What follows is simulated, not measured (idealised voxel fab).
The following process module bears the name voxel wiring stack.
Pictured: cross-section cut, 215 nm wide, on a grid of 5 nm square cells.
A cross-section is written here as square cells arranged in a grid, and it is given in bands from the top down, each band taking up one or more rows of cells. Heights first: top, then bottom, in nm. Then materials, left to right, each with a width in nm. "all across" on a single material: fills the band edge to edge. "empty": empty space. Ref level 0: as-received wafer is one material below here. Bottom band extends down with no lower bound ("0 nm and below"). Note: "30..40" means the width goes from the first number (top row of the band) to the second number (bottom row) in equal steps per row of cells. "no modification" (step): cross-section cells unchanged, all of them. Basically, "Sealed cavities" tells you about the enclosed voids: empty spaces with no open way to the top, 8 cells or bigger, each written width x height at distance, where distance is from the left edge, all in nm. Text after the settings on a step's line: the simulator's own remark on that step. overlay nm: mask offset rightward from planned place, masked step; negative means leftward offset.

## Planned step list for the process
1: RECEIVE,material Si
2: CONFORMAL_DEP,material SiO2,thk nm 15
3: DIRECTIONAL_DEP,material TiN,thk nm 5
4: DIRECTIONAL_DEP,material Ru,thk nm 20
5: MASKED_ETCH,tone cover,mask id METAL_1,width nm 25,pitch nm 55,etch materials Ru,depth nm 20,overlay nm 0
6: MASKED_ETCH,tone cover,mask id METAL_1,width nm 25,pitch nm 55,etch materials TiN,depth nm 5,overlay nm 0
7: CONFORMAL_DEP,material SiN,thk nm 5
8: FILL_DEP,material lowk,thk nm 5
9: CMP,height nm 40
10: CONFORMAL_DEP,material SiCN,thk nm 5
11: DIRECTIONAL_DEP,material SiO2,thk nm 30
12: PATTERN,tone open,mask id METAL_2,material resist,width nm 15,pitch nm 55,thk nm 15,overlay nm 0
13: DIRECTIONAL_ETCH,etch materials SiO2,depth nm 20
14: STRIP,etch materials resist
15: DIRECTIONAL_DEP,material aC,thk nm 15
16: PATTERN,tone open,mask id METAL_2_HOLES,material resist,width nm 15,pitch nm 55,thk nm 30,overlay nm 0
17: DIRECTIONAL_ETCH,etch materials aC,depth nm 15
18: STRIP,etch materials resist
19: DIRECTIONAL_ETCH,etch materials SiO2,depth nm 10
20: DIRECTIONAL_ETCH,etch materials SiCN,depth nm 5
21: STRIP,etch materials aC
22: CONFORMAL_DEP,material TiN,thk nm 5
23: FILL_DEP,material Cu,thk nm 10
24: CMP,height nm 75
25: CONFORMAL_DEP,material SiCN,thk nm 5
Don't read the plan's width nm for step 12 as applying to every wafer: that's the first wafer's value, and the wafers differ in it, though they all start identical.

## Cross-section of the first of several received wafers, showing its state after step 1
0 nm and below  Si all across
Sealed cavities: none

## Each row below is a wafer at the end of the module, listing for every material the number of cells it has gained (+) or lost (-) since it was received, followed by its closed voids
width nm 15, +12 Cu, +60 Ru, +80 SiCN, +52 SiN, +333 SiO2, +63 TiN, +88 lowk, Sealed cavities: none
width nm 20, +21 Cu, +60 Ru, +80 SiCN, +52 SiN, +321 SiO2, +66 TiN, +88 lowk, Sealed cavities: none
width nm 25, +36 Cu, +60 Ru, +77 SiCN, +52 SiN, +309 SiO2, +66 TiN, +88 lowk, Sealed cavities: none
width nm 30, +45 Cu, +60 Ru, +77 SiCN, +52 SiN, +297 SiO2, +69 TiN, +88 lowk, Sealed cavities: none
width nm 35, +54 Cu, +60 Ru, +77 SiCN, +52 SiN, +285 SiO2, +72 TiN, +88 lowk, Sealed cavities: none
width nm 40, +63 Cu, +60 Ru, +77 SiCN, +52 SiN, +273 SiO2, +75 TiN, +88 lowk, Sealed cavities: none
